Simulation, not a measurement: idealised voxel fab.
The process module presented herein is designated voxel air gaps.
In the cross-section labelled cut, the width is 285 nm and each square cell is 5 nm.
Notation: cross-section as square-cell grid; stated in bands, top first, going down; one or more cell rows per band.
Top height, bottom height, nm. Materials left to right, width each, nm. Single material + "all across" = fills band edge to edge. "air" = empty.
Ref level 0: as-received wafer is one material below here. Bottom band extends down with no lower bound ("from 0 down").
Note: "30->40" means the width goes from the first number (top row of the band) to the second number (bottom row) in equal steps per row of cells.
Where the words "nothing different" appear for a step, the cross-section shows no cell changed by that step; every cell remained as before.
The label "Closed cavities" introduces a list of the empty spaces, 8 cells or larger, that have no open way up to the top; each entry in it reads width x height at distance, where the distance is taken from the left edge and all three are stated in nm.
Note: text after step settings on the step line = simulator remark on that step.
overlay nm: for a step with a mask, the amount by which the mask lay right of where it was planned; a negative amount means left of it.
**Planned step list for the process**
1 RECEIVE: material Si
2 CONFORMAL_DEP: material SiO2, thk nm 10
3 CONFORMAL_DEP: material SiN, thk nm 5
4 DIRECTIONAL_DEP: material lowk, thk nm 30
5 MASKED_ETCH: tone open, mask id LINES, width nm 25, pitch nm 50, etch materials lowk, depth nm 30, overlay nm 0
6 CONFORMAL_DEP: material TiN, thk nm 5
7 FILL_DEP: material Ru, thk nm 5
8 CMP: height nm 45
9 EPI: material Ru, thk nm 10
10 SELECTIVE_ETCH: etch materials lowk, depth nm 40
11 CONFORMAL_DEP: material SiCN, thk nm 5
**The following pertains to the first of two wafers, which was processed as planned**
**Incoming wafer, cross-sectional view, post step 1**
- from 0 down = Si all across
- Closed cavities: none
**The wafer, seen in cross-section, after step 2**
- from 10 to 0 = SiO2 all across
- Everything below 0 is unchanged.
**The wafer, seen in cross-section, after step 3**
- from 15 to 10 = SiN all across
- Everything below 10 is unchanged.
**The wafer, seen in cross-section, after step 4**
- from 45 to 15 = lowk all across
- Everything below 15 is unchanged.
**The wafer, seen in cross-section, after step 5**
- from 45 to 15 = 80 of lowk; 25 of air; 25 of lowk; 25 of air; 25 of lowk; 25 of air; 80 of lowk
- Everything below 15 is unchanged.
**The wafer, seen in cross-section, after step 6**
- from 50 to 45 = 85 of TiN; 15 of air; 35 of TiN; 15 of air; 35 of TiN; 15 of air; 85 of TiN
- from 45 to 20 = 80 of lowk; 5 of TiN; 15 of air; 5 of TiN; 25 of lowk; 5 of TiN; 15 of air; 5 of TiN; 25 of lowk; 5 of TiN; 15 of air; 5 of TiN; 80 of lowk
- from 20 to 15 = 80 of lowk; 25 of TiN; 25 of lowk; 25 of TiN; 25 of lowk; 25 of TiN; 80 of lowk
- Everything below 15 is unchanged.
**The wafer, seen in cross-section, after step 7**
- from 55 to 50 = Ru all across
- from 50 to 45 = 85 of TiN; 15 of Ru; 35 of TiN; 15 of Ru; 35 of TiN; 15 of Ru; 85 of TiN
- from 45 to 20 = 80 of lowk; 5 of TiN; 15 of Ru; 5 of TiN; 25 of lowk; 5 of TiN; 15 of Ru; 5 of TiN; 25 of lowk; 5 of TiN; 15 of Ru; 5 of TiN; 80 of lowk
- Everything below 20 is unchanged.
**The wafer, seen in cross-section, after step 8**
- from 45 to 20 = 80 of lowk; 5 of TiN; 15 of Ru; 5 of TiN; 25 of lowk; 5 of TiN; 15 of Ru; 5 of TiN; 25 of lowk; 5 of TiN; 15 of Ru; 5 of TiN; 80 of lowk
- Everything below 20 is unchanged.
**The wafer, seen in cross-section, after step 9**
- from 55 to 45 = 70 of air; 45 of Ru; 5 of air; 45 of Ru; 5 of air; 45 of Ru; 70 of air
- Everything below 45 is unchanged.
**The wafer, seen in cross-section, after step 10**
- from 55 to 45 = 70 of air; 45 of Ru; 5 of air; 45 of Ru; 5 of air; 45 of Ru; 70 of air
- from 45 to 20 = 80 of air; 5 of TiN; 15 of Ru; 5 of TiN; 25 of air; 5 of TiN; 15 of Ru; 5 of TiN; 25 of air; 5 of TiN; 15 of Ru; 5 of TiN; 80 of air
- from 20 to 15 = 80 of air; 25 of TiN; 25 of air; 25 of TiN; 25 of air; 25 of TiN; 80 of air
- Everything below 15 is unchanged.
**The wafer, seen in cross-section, after step 11**
- from 60 to 55 = 65 of air; 155 of SiCN; 65 of air
- from 55 to 45 = 65 of air; 5 of SiCN; 45 of Ru; 5 of SiCN; 45 of Ru; 5 of SiCN; 45 of Ru; 5 of SiCN; 65 of air
- from 45 to 40 = 65 of air; 15 of SiCN; 5 of TiN; 15 of Ru; 5 of TiN; 25 of SiCN; 5 of TiN; 15 of Ru; 5 of TiN; 25 of SiCN; 5 of TiN; 15 of Ru; 5 of TiN; 15 of SiCN; 65 of air
- from 40 to 20 = 75 of air; 5 of SiCN; 5 of TiN; 15 of Ru; 5 of TiN; 5 of SiCN; 15 of air; 5 of SiCN; 5 of TiN; 15 of Ru; 5 of TiN; 5 of SiCN; 15 of air; 5 of SiCN; 5 of TiN; 15 of Ru; 5 of TiN; 5 of SiCN; 75 of air
- from 20 to 15 = 80 of SiCN; 25 of TiN; 25 of SiCN; 25 of TiN; 25 of SiCN; 25 of TiN; 80 of SiCN
- Everything below 15 is unchanged.
- Closed cavities: 15 x 20 at 110; 15 x 20 at 160
**What follows concerns the second wafer, which started out like the first and was meant to follow the very same plan; one mistake crept in when it was run, but everything up to and including step 4 is the same as for the first wafer**
**What the second wafer looks like in cross-section when step 5 should have wrapped up**
- from 45 to 15 = 80 of lowk; 30 of air; 20 of lowk; 30 of air; 20 of lowk; 30 of air; 75 of lowk
- Everything below 15 is unchanged.
**What the second wafer looks like in cross-section when step 6 should have wrapped up**
- from 50 to 45 = 85 of TiN; 20 of air; 30 of TiN; 20 of air; 30 of TiN; 20 of air; 80 of TiN
- from 45 to 20 = 80 of lowk; 5 of TiN; 20 of air; 5 of TiN; 20 of lowk; 5 of TiN; 20 of air; 5 of TiN; 20 of lowk; 5 of TiN; 20 of air; 5 of TiN; 75 of lowk
- from 20 to 15 = 80 of lowk; 30 of TiN; 20 of lowk; 30 of TiN; 20 of lowk; 30 of TiN; 75 of lowk
- Everything below 15 is unchanged.
**What the second wafer looks like in cross-section when step 7 should have wrapped up**
- from 55 to 50 = Ru all across
- from 50 to 45 = 85 of TiN; 20 of Ru; 30 of TiN; 20 of Ru; 30 of TiN; 20 of Ru; 80 of TiN
- from 45 to 20 = 80 of lowk; 5 of TiN; 20 of Ru; 5 of TiN; 20 of lowk; 5 of TiN; 20 of Ru; 5 of TiN; 20 of lowk; 5 of TiN; 20 of Ru; 5 of TiN; 75 of lowk
- Everything below 20 is unchanged.
**What the second wafer looks like in cross-section when step 8 should have wrapped up**
- from 45 to 20 = 80 of lowk; 5 of TiN; 20 of Ru; 5 of TiN; 20 of lowk; 5 of TiN; 20 of Ru; 5 of TiN; 20 of lowk; 5 of TiN; 20 of Ru; 5 of TiN; 75 of lowk
- Everything below 20 is unchanged.
**What the second wafer looks like in cross-section when step 9 should have wrapped up**
- from 55 to 45 = 70 of air; 150 of Ru; 65 of air
- Everything below 45 is unchanged.
**What the second wafer looks like in cross-section when step 10 should have wrapped up**
- from 55 to 45 = 70 of air; 150 of Ru; 65 of air
- from 45 to 20 = 80 of air; 5 of TiN; 20 of Ru; 5 of TiN; 20 of lowk; 5 of TiN; 20 of Ru; 5 of TiN; 20 of lowk; 5 of TiN; 20 of Ru; 5 of TiN; 75 of air
- from 20 to 15 = 80 of air; 30 of TiN; 20 of lowk; 30 of TiN; 20 of lowk; 30 of TiN; 75 of air
- Everything below 15 is unchanged.
**What the second wafer looks like in cross-section when step 11 should have wrapped up**
- from 60 to 55 = 65 of air; 160 of SiCN; 60 of air
- from 55 to 45 = 65 of air; 5 of SiCN; 150 of Ru; 5 of SiCN; 60 of air
- from 45 to 40 = 65 of air; 15 of SiCN; 5 of TiN; 20 of Ru; 5 of TiN; 20 of lowk; 5 of TiN; 20 of Ru; 5 of TiN; 20 of lowk; 5 of TiN; 20 of Ru; 5 of TiN; 15 of SiCN; 60 of air
- from 40 to 20 = 75 of air; 5 of SiCN; 5 of TiN; 20 of Ru; 5 of TiN; 20 of lowk; 5 of TiN; 20 of Ru; 5 of TiN; 20 of lowk; 5 of TiN; 20 of Ru; 5 of TiN; 5 of SiCN; 70 of air
- from 20 to 15 = 80 of SiCN; 30 of TiN; 20 of lowk; 30 of TiN; 20 of lowk; 30 of TiN; 75 of SiCN
- Everything below 15 is unchanged.
The mistake made against the process plan was this: in deviation from the planned setting, step 5 was conducted as MASKED_ETCH: tone open, mask id LINES, width nm 30, pitch nm 50, etch materials lowk, depth nm 30, overlay nm 0
It is noted that, at the conclusion of processing, the second wafer exhibits a higher or lower cell count for certain materials relative to the first: 21 more of Ru, 40 fewer of SiCN, 3 more of TiN, 48 more of lowk
The second wafer ends with 0 closed voids, and the first wafer ends with 2.
